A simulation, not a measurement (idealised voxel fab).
Presented below is a process module, voxel released beams.
This is section cut - it's 260 nm across, gridded in 5 nm square cells.
This document writes a cross-section as a grid whose cells are square, and gives it as bands, listed from the top down; one or more rows of cells form a band. Per band: top height and bottom height in nm, followed by the left-to-right materials and their widths in nm; "edge to edge" marks a single material spanning edge to edge, "blank" marks empty space. Note: height 0 marks the level under which the wafer is uniformly one material as received. Lowest band unbounded below, written "0..down". Width spec "30 to 40" -> top row of cells at first value, bottom row at second value, equal per-row change in between. No cell of the cross-section changed in a step that is given as "nothing got changed". Entry "Closed void list" = empty spaces >= 8 cells with no open way to the top; each as width x height at distance, distance from left edge, all nm. If you see something after the settings on a step's line, that's the simulator's own remark about that step. What "overlay nm" on a step's line means: if the step has a mask, that mask lay this far to the right of its planned place, or, when the value is negative, to the left.

-- The planned process steps are enumerated hereunder
- 1: RECEIVE | material Si
- 2: CONFORMAL_DEP | material Al2O3 | thk nm 5
- 3: DIRECTIONAL_DEP | material SiO2 | thk nm 10
- 4: MASKED_ETCH | tone open | mask id ANCHOR | width nm 45 | etch materials SiO2 | depth nm 10 | overlay nm -15
- 5: CONFORMAL_DEP | material polySi | thk nm 15
- 6: PATTERN | tone cover | mask id BEAM | material resist | width nm 130 | thk nm 20 | overlay nm 0
- 7: DIRECTIONAL_ETCH | etch materials polySi | depth nm 15
- 8: STRIP | etch materials resist
- 9: STRIP | etch materials SiO2
The wafers in this document start out alike and differ in the overlay nm applied at step 4; the plan shows the value used for the first wafer.

-- First wafer of several, as received: cross-section after step 1
- 0..down = Si edge to edge
- Closed void list: none

-- Below: a row per wafer. Contents at end of module: for every material, cells gained since receipt (+) or lost since receipt (-); then closed voids
overlay nm -15, +52 Al2O3, +90 polySi, Closed void list: none
overlay nm -10, +52 Al2O3, +90 polySi, Closed void list: none
overlay nm -5, +52 Al2O3, +90 polySi, Closed void list: none
overlay nm 0, +52 Al2O3, +90 polySi, Closed void list: none
overlay nm 5, +52 Al2O3, +90 polySi, Closed void list: none
overlay nm 10, +52 Al2O3, +90 polySi, Closed void list: none
overlay nm 15, +52 Al2O3, +90 polySi, Closed void list: none
